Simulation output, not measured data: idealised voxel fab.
Herein follows the process module entitled voxel ribs on slabs.
The width of the displayed cross-section, cut, is 195 nm; its cells are square, with a size of 5 nm.
Square cells in a grid make up a cross-section in this document, and the grid is given as bands, listed from the top down, each one or more rows of cells.
Quick guide to a band line: top height, bottom height (nm) up front; then every material left to right with its width in nm. Only one material and it's marked "full width"? Then it fills the band edge to edge. And "blank" just means empty space.
Measure heights from 0. That's the level where, below it, the as-received wafer is all one material. The lowest band is bottomless and extends downward; write it as in "z 0 and below".
So if you see something like "30..40" for the width, read it as the top row of the band sitting at the first number and the bottom row at the second, with every row in between moving by the same amount as the last.
For the purposes of this document, the phrase "no modification" attached to a step denotes that no cell within the cross-section was modified by that step.
Entry "Voids, sealed" = empty spaces >= 8 cells with no open way to the top; each as width x height at distance, distance from left edge, all nm.
Note: text after step settings on the step line = simulator remark on that step.
overlay nm: how far to the right of its planned place the mask lay on this masked step (negative: to the left).
## Planned process steps
step 1: RECEIVE | material Si
step 2: DIRECTIONAL_DEP | material SiO2 | thk nm 20
step 3: DIRECTIONAL_DEP | material SiN | thk nm 25
step 4: MASKED_ETCH | tone cover | mask id RIB | width nm 15 | etch materials SiN | depth nm 5 | overlay nm 0
step 5: PATTERN | tone cover | mask id SLAB | material resist | width nm 55 | thk nm 15 | overlay nm 0
step 6: DIRECTIONAL_ETCH | etch materials SiN | depth nm 20
step 7: STRIP | etch materials resist
step 8: FILL_DEP | material SiO2 | thk nm 30
step 9: CMP | height nm 65
step 10: DIRECTIONAL_DEP | material W | thk nm 10
step 11: DIRECTIONAL_DEP | material aC | thk nm 10
step 12: PATTERN | tone cover | mask id HEATER | material resist | width nm 25 | thk nm 25 | overlay nm 0
step 13: DIRECTIONAL_ETCH | etch materials aC | depth nm 10
step 14: STRIP | etch materials resist
step 15: DIRECTIONAL_ETCH | etch materials W | depth nm 10
step 16: STRIP | etch materials aC
step 17: CONFORMAL_DEP | material SiN | thk nm 10
Where the wafers of this document differ is in the width nm of step 4; they start out the same, and the plan states the value that applied to the first wafer.
## First of several wafers (as received, post step 1), cross-sectional view
    z 0 and below: Si full width
    Voids, sealed: none
## Wafer rows, end of module: cells per material gained (+) or lost (-) since receipt; closed voids last
width nm 15 | +133 SiN | +460 SiO2 | +10 W | Voids, sealed: none
width nm 20 | +134 SiN | +459 SiO2 | +10 W | Voids, sealed: none
width nm 25 | +135 SiN | +458 SiO2 | +10 W | Voids, sealed: none
width nm 30 | +136 SiN | +457 SiO2 | +10 W | Voids, sealed: none
